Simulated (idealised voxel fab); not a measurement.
Process module heading - voxel capacitor over wiring
The width of the displayed cross-section, cut, is 235 nm; its cells are square, with a size of 5 nm.
Square cells in a grid make up a cross-section in this document, and the grid is given as bands, listed from the top down, each one or more rows of cells. Band entry format. Leading values: height of top, height of bottom, nm. Remainder: materials in left-to-right order, each with its width in nm. Special words: "all across" on a single material, which then fills the band edge to edge; "air", empty space. Where do heights start? At 0: under that level the wafer as delivered is made of one material only. And the lowest band has no floor; it just carries on downward, as in "0 down". It should be noted that a width expressed as "30 to 40" varies in equal increments from row to row of cells within the band, taking the value of the first number at the top row and that of the second number at the bottom row. It should be understood that the words "no change", when stated for a given step, signify that the cross-section underwent no change in any of its cells during that step. If an empty space has no open way to the top and is at least 8 cells in size, "Closed void catalog" lists it, written width x height at distance, where distance is measured from the left edge and every value is in nm. On each step's line, the part that comes after the settings is the simulator's own comment on the step. "overlay nm" denotes, for a step that has a mask, the displacement of the mask to the right of its planned place, with negative values corresponding to the left.

THE STEPS PLANNED FOR THE PROCESS ARE AS FOLLOWS
1. RECEIVE (material Si)
2. CONFORMAL_DEP (material SiO2; thk nm 10)
3. DIRECTIONAL_DEP (material TiN; thk nm 5)
4. DIRECTIONAL_DEP (material Ru; thk nm 25)
5. DIRECTIONAL_DEP (material aC; thk nm 10)
6. PATTERN (tone cover; mask id METAL_1; material resist; width nm 30; pitch nm 80; thk nm 25; overlay nm 0)
7. DIRECTIONAL_ETCH (etch materials aC; depth nm 10)
8. STRIP (etch materials resist)
9. DIRECTIONAL_ETCH (etch materials Ru; depth nm 25)
10. DIRECTIONAL_ETCH (etch materials TiN; depth nm 5)
11. STRIP (etch materials aC)
12. CONFORMAL_DEP (material SiCN; thk nm 5)
13. FILL_DEP (material lowk; thk nm 10)
14. CMP (height nm 40)
15. CONFORMAL_DEP (material SiCN; thk nm 5)
16. DIRECTIONAL_DEP (material lowk; thk nm 10)
17. MASKED_ETCH (tone open; mask id PLUG_1; width nm 15; etch materials lowk; depth nm 10; overlay nm 0)
18. MASKED_ETCH (tone open; mask id PLUG_1; width nm 15; etch materials SiCN; depth nm 5; overlay nm 0)
19. CONFORMAL_DEP (material TiN; thk nm 5)
20. FILL_DEP (material Cu; thk nm 10)
21. CMP (height nm 55)
22. DIRECTIONAL_DEP (material TiN; thk nm 10)
23. DIRECTIONAL_DEP (material Al2O3; thk nm 5)
24. DIRECTIONAL_DEP (material TiN; thk nm 5)
25. PATTERN (tone cover; mask id UPPER_PLATE; material resist; width nm 55; thk nm 15; overlay nm 0)
26. DIRECTIONAL_ETCH (etch materials TiN; depth nm 5)
27. DIRECTIONAL_ETCH (etch materials Al2O3; depth nm 5)
28. STRIP (etch materials resist)
29. MASKED_ETCH (tone cover; mask id LOWER_PLATE; width nm 65; etch materials TiN; depth nm 10; overlay nm 0)
30. FILL_DEP (material SiO2; thk nm 15)
31. CMP (height nm 85)
32. PATTERN (tone open; mask id PLUG_2; material resist; width nm 15; thk nm 20; overlay nm 0)
33. DIRECTIONAL_ETCH (etch materials SiO2; depth nm 10)
34. STRIP (etch materials resist)
35. CONFORMAL_DEP (material TiN; thk nm 5)
36. FILL_DEP (material Cu; thk nm 10)
37. CMP (height nm 85)
38. CONFORMAL_DEP (material SiN; thk nm 5)

AS RECEIVED (POST STEP 1): CROSS-SECTION
	0 down | Si all across
	Closed void catalog: none

LOOK AT THE CROSS-SECTION AFTER THE MODULE: THE WAFER STARTED OUT THE WAY SHOWN ABOVE AND THE PLAN WAS THE ONE SHOWN ABOVE, YET ONE MISTAKE WAS MADE ALONG THE WAY
	90 to 85 | SiN all across
	85 to 80 | SiO2 85, TiN 5, Cu 5, TiN 5, SiO2 135
	80 to 70 | SiO2 85 to 75, TiN 15 to 55, SiO2 135 to 105
	70 to 65 | SiO2 75, Al2O3 55, SiO2 105
	65 to 55 | SiO2 70, TiN 65, SiO2 100
	55 to 45 | lowk 75, TiN 5, Cu 5, TiN 5, lowk 145
	45 to 40 | SiCN 75, TiN 15, SiCN 145
	40 to 35 | lowk all across
	35 to 30 | lowk 55, SiCN 40, lowk 40, SiCN 40, lowk 60
	30 to 15 | lowk 55, SiCN 5, Ru 30, SiCN 5, lowk 40, SiCN 5, Ru 30, SiCN 5, lowk 60
	15 to 10 | SiCN 60, TiN 30, SiCN 50, TiN 30, SiCN 65
	10 to 0 | SiO2 all across
	0 down | Si all across
	Closed void catalog: none
Against the plan, the run slipped here: step 4 ran with different settings than intended, the actual operation and settings being DIRECTIONAL_DEP (material Ru; thk nm 15)
